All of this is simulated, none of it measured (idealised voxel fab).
process module | voxel released beams
cross-section cut | 190 nm wide | cells 5 nm
A cross-section is a grid of square cells, given in bands from the top down. A band is one or more rows of cells.
Each band's line starts with the height of the band's top and of its bottom, in nm. Then come its materials from left to right, each with its width in nm. One material with "throughout" fills the band from edge to edge. "air" is empty space.
Height 0 is the level under which the wafer as received is all one material. The lowest band goes on downwards, as in "0 down".
A width such as "30 to 40" changes by the same amount from each row of cells to the next, from the band's top row to its bottom row.
"no change" after a step means that no cell of the cross-section changed.
closed voids: empty space of 8 cells or more with no open way to the top, each as width x height at its distance from the left edge, in nm
after a step's settings: what the simulator itself notes on the step
overlay nm, on a step with a mask: how far to the right of its planned place the mask lay; to the left if negative
plan
1 op RECEIVE | material Si
2 op CONFORMAL_DEP | material Al2O3 | thk nm 5
3 op DIRECTIONAL_DEP | material SiO2 | thk nm 20
4 op MASKED_ETCH | tone open | mask id ANCHOR | width nm 35 | etch materials SiO2 | depth nm 20 | overlay nm 0
5 op CONFORMAL_DEP | material W | thk nm 15
6 op MASKED_ETCH | tone cover | mask id BEAM | width nm 90 | etch materials W | depth nm 15 | overlay nm 0
7 op STRIP | etch materials SiO2
as received, after step 1
  0 down: Si throughout
  closed voids: none
a wafer at the end: this start, this plan, one mistake
  40 to 25: air 45 | W 55 | air 90
  25 to 20: air 35 | W 15 | SiO2 35 | W 15 | air 90
  20 to 5: air 35 | W 15 | SiO2 35 | W 50 | air 55
  5 to 0: Al2O3 throughout
  0 down: Si throughout
  closed voids: none
what went wrong: step 4 ran as: op MASKED_ETCH | tone cover | mask id ANCHOR | width nm 35 | etch materials SiO2 | depth nm 20 | overlay nm 0
